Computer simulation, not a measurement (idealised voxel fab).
The following process module bears the name voxel self aligned contacts.
Square cell edge 5 nm, section width 220 nm, ID cut.
We lay out every cross-section as a grid of square cells and spell it out in bands from the top down, where one band means one or more rows of cells.
Heights first: top, then bottom, in nm. Then materials, left to right, each with a width in nm. "all across" on a single material: fills the band edge to edge. "empty": empty space.
Height datum 0, below which the as-received substrate wafer is one material. Lowest band open at the bottom, running downward: "0 and below".
With a width like "30 to 40", each row of cells in the band differs from the next by the same amount, the top row carrying the first number and the bottom row the second.
"left unchanged" for a step: no cell of the cross-section changed in that step.
Closed empty spaces (no open way to the top) of 8 cells or more are what "Enclosed void catalog" lists, each as width x height at distance from the left edge, nm for all three.
The remark found on a step's line after its settings is issued by the simulator itself and pertains to that step.
A step's line can hold "overlay nm"; with a mask on that step, the setting says how far right of the planned place the mask lay, while a negative setting says it lay to the left.
-- Intended process steps
step 1: RECEIVE, material Si
step 2: CONFORMAL_DEP, material SiO2, thk nm 5
step 3: DIRECTIONAL_DEP, material polySi, thk nm 25
step 4: DIRECTIONAL_DEP, material SiN, thk nm 15
step 5: MASKED_ETCH, tone cover, mask id GATE, width nm 35, pitch nm 70, etch materials SiN, depth nm 15, overlay nm 0
step 6: MASKED_ETCH, tone cover, mask id GATE, width nm 35, pitch nm 70, etch materials polySi, depth nm 25, overlay nm 0
step 7: CONFORMAL_DEP, material SiN, thk nm 5
step 8: DIRECTIONAL_ETCH, etch materials SiN, depth nm 5
step 9: FILL_DEP, material SiO2, thk nm 10
step 10: CMP, height nm 50
step 11: PATTERN, tone open, mask id CONTACT, material resist, width nm 45, thk nm 15, overlay nm 0
step 12: DIRECTIONAL_ETCH, etch materials SiO2, depth nm 50
step 13: STRIP, etch materials resist
step 14: CONFORMAL_DEP, material TiN, thk nm 5
step 15: FILL_DEP, material Ru, thk nm 10
step 16: CMP, height nm 50
step 17: CONFORMAL_DEP, material SiN, thk nm 5
-- Wafer, first of two, run as planned
-- This is the cross-section of the wafer as we received it, i.e. after step 1
0 and below | Si all across
Enclosed void catalog: none
-- The following cross-section depicts the wafer upon completion of step 2
5 down to 0 | SiO2 all across
Note: structure below 0 unchanged.
-- The following cross-section depicts the wafer upon completion of step 3
30 down to 5 | polySi all across
Note: structure below 5 unchanged.
-- The following cross-section depicts the wafer upon completion of step 4
45 down to 30 | SiN all across
Note: structure below 30 unchanged.
-- The following cross-section depicts the wafer upon completion of step 5
45 down to 30 | empty: 55 / SiN: 35 / empty: 35 / SiN: 35 / empty: 60
Note: structure below 30 unchanged.
-- The following cross-section depicts the wafer upon completion of step 6
45 down to 30 | empty: 55 / SiN: 35 / empty: 35 / SiN: 35 / empty: 60
30 down to 5 | empty: 55 / polySi: 35 / empty: 35 / polySi: 35 / empty: 60
Note: structure below 5 unchanged.
-- The following cross-section depicts the wafer upon completion of step 7
50 down to 30 | empty: 50 / SiN: 45 / empty: 25 / SiN: 45 / empty: 55
30 down to 10 | empty: 50 / SiN: 5 / polySi: 35 / SiN: 5 / empty: 25 / SiN: 5 / polySi: 35 / SiN: 5 / empty: 55
10 down to 5 | SiN: 55 / polySi: 35 / SiN: 35 / polySi: 35 / SiN: 60
Note: structure below 5 unchanged.
-- The following cross-section depicts the wafer upon completion of step 8
45 down to 30 | empty: 50 / SiN: 45 / empty: 25 / SiN: 45 / empty: 55
30 down to 5 | empty: 50 / SiN: 5 / polySi: 35 / SiN: 5 / empty: 25 / SiN: 5 / polySi: 35 / SiN: 5 / empty: 55
Note: structure below 5 unchanged.
-- The following cross-section depicts the wafer upon completion of step 9
55 down to 45 | SiO2 all across
45 down to 30 | SiO2: 50 / SiN: 45 / SiO2: 25 / SiN: 45 / SiO2: 55
30 down to 5 | SiO2: 50 / SiN: 5 / polySi: 35 / SiN: 5 / SiO2: 25 / SiN: 5 / polySi: 35 / SiN: 5 / SiO2: 55
Note: structure below 5 unchanged.
-- The following cross-section depicts the wafer upon completion of step 10
50 down to 45 | SiO2 all across
Note: structure below 45 unchanged.
-- The following cross-section depicts the wafer upon completion of step 11
65 down to 50 | resist: 85 / empty: 45 / resist: 90
Note: structure below 50 unchanged.
-- The following cross-section depicts the wafer upon completion of step 12
65 down to 50 | resist: 85 / empty: 45 / resist: 90
50 down to 45 | SiO2: 85 / empty: 45 / SiO2: 90
45 down to 30 | SiO2: 50 / SiN: 45 / empty: 25 / SiN: 45 / SiO2: 55
30 down to 5 | SiO2: 50 / SiN: 5 / polySi: 35 / SiN: 5 / empty: 25 / SiN: 5 / polySi: 35 / SiN: 5 / SiO2: 55
5 down to 0 | SiO2: 95 / empty: 25 / SiO2: 100
Note: structure below 0 unchanged.
-- The following cross-section depicts the wafer upon completion of step 13
50 down to 45 | SiO2: 85 / empty: 45 / SiO2: 90
Note: structure below 45 unchanged.
-- The following cross-section depicts the wafer upon completion of step 14
55 down to 50 | TiN: 90 / empty: 35 / TiN: 95
50 down to 45 | SiO2: 85 / TiN: 15 / empty: 15 / TiN: 15 / SiO2: 90
45 down to 30 | SiO2: 50 / SiN: 45 / TiN: 5 / empty: 15 / TiN: 5 / SiN: 45 / SiO2: 55
30 down to 5 | SiO2: 50 / SiN: 5 / polySi: 35 / SiN: 5 / TiN: 5 / empty: 15 / TiN: 5 / SiN: 5 / polySi: 35 / SiN: 5 / SiO2: 55
5 down to 0 | SiO2: 95 / TiN: 25 / SiO2: 100
Note: structure below 0 unchanged.
-- The following cross-section depicts the wafer upon completion of step 15
65 down to 55 | Ru all across
55 down to 50 | TiN: 90 / Ru: 35 / TiN: 95
50 down to 45 | SiO2: 85 / TiN: 15 / Ru: 15 / TiN: 15 / SiO2: 90
45 down to 30 | SiO2: 50 / SiN: 45 / TiN: 5 / Ru: 15 / TiN: 5 / SiN: 45 / SiO2: 55
30 down to 5 | SiO2: 50 / SiN: 5 / polySi: 35 / SiN: 5 / TiN: 5 / Ru: 15 / TiN: 5 / SiN: 5 / polySi: 35 / SiN: 5 / SiO2: 55
Note: structure below 5 unchanged.
-- The following cross-section depicts the wafer upon completion of step 16
50 down to 45 | SiO2: 85 / TiN: 15 / Ru: 15 / TiN: 15 / SiO2: 90
Note: structure below 45 unchanged.
-- The following cross-section depicts the wafer upon completion of step 17
55 down to 50 | SiN all across
Note: structure below 50 unchanged.
-- Second wafer, same starting state and plan as the first, one mistake in the run, identical through step 10
-- Planned end of step 11: second wafer, cross-section
65 down to 50 | empty: 85 / resist: 45 / empty: 90
Note: structure below 50 unchanged.
-- Planned end of step 12: second wafer, cross-section
65 down to 50 | empty: 85 / resist: 45 / empty: 90
50 down to 45 | empty: 85 / SiO2: 45 / empty: 90
45 down to 30 | empty: 50 / SiN: 45 / SiO2: 25 / SiN: 45 / empty: 55
30 down to 5 | empty: 50 / SiN: 5 / polySi: 35 / SiN: 5 / SiO2: 25 / SiN: 5 / polySi: 35 / SiN: 5 / empty: 55
5 down to 0 | empty: 50 / SiO2: 115 / empty: 55
Note: structure below 0 unchanged.
-- Planned end of step 13: second wafer, cross-section
50 down to 45 | empty: 85 / SiO2: 45 / empty: 90
Note: structure below 45 unchanged.
-- Planned end of step 14: second wafer, cross-section
55 down to 50 | empty: 80 / TiN: 55 / empty: 85
50 down to 45 | empty: 45 / TiN: 40 / SiO2: 45 / TiN: 40 / empty: 50
45 down to 30 | empty: 45 / TiN: 5 / SiN: 45 / SiO2: 25 / SiN: 45 / TiN: 5 / empty: 50
30 down to 5 | empty: 45 / TiN: 5 / SiN: 5 / polySi: 35 / SiN: 5 / SiO2: 25 / SiN: 5 / polySi: 35 / SiN: 5 / TiN: 5 / empty: 50
5 down to 0 | TiN: 50 / SiO2: 115 / TiN: 55
Note: structure below 0 unchanged.
-- Planned end of step 15: second wafer, cross-section
65 down to 55 | Ru all across
55 down to 50 | Ru: 80 / TiN: 55 / Ru: 85
50 down to 45 | Ru: 45 / TiN: 40 / SiO2: 45 / TiN: 40 / Ru: 50
45 down to 30 | Ru: 45 / TiN: 5 / SiN: 45 / SiO2: 25 / SiN: 45 / TiN: 5 / Ru: 50
30 down to 5 | Ru: 45 / TiN: 5 / SiN: 5 / polySi: 35 / SiN: 5 / SiO2: 25 / SiN: 5 / polySi: 35 / SiN: 5 / TiN: 5 / Ru: 50
Note: structure below 5 unchanged.
-- Planned end of step 16: second wafer, cross-section
50 down to 45 | Ru: 45 / TiN: 40 / SiO2: 45 / TiN: 40 / Ru: 50
Note: structure below 45 unchanged.
-- Planned end of step 17: second wafer, cross-section
55 down to 50 | SiN all across
Note: structure below 50 unchanged.
Nonconformance to the process plan: off-plan run, step 11, actual operation and settings PATTERN, tone cover, mask id CONTACT, material resist, width nm 45, thk nm 15, overlay nm 0
Final comparison by cell count, materials where the second wafer has more or fewer than the first: Ru +144; SiO2 -170; TiN +26
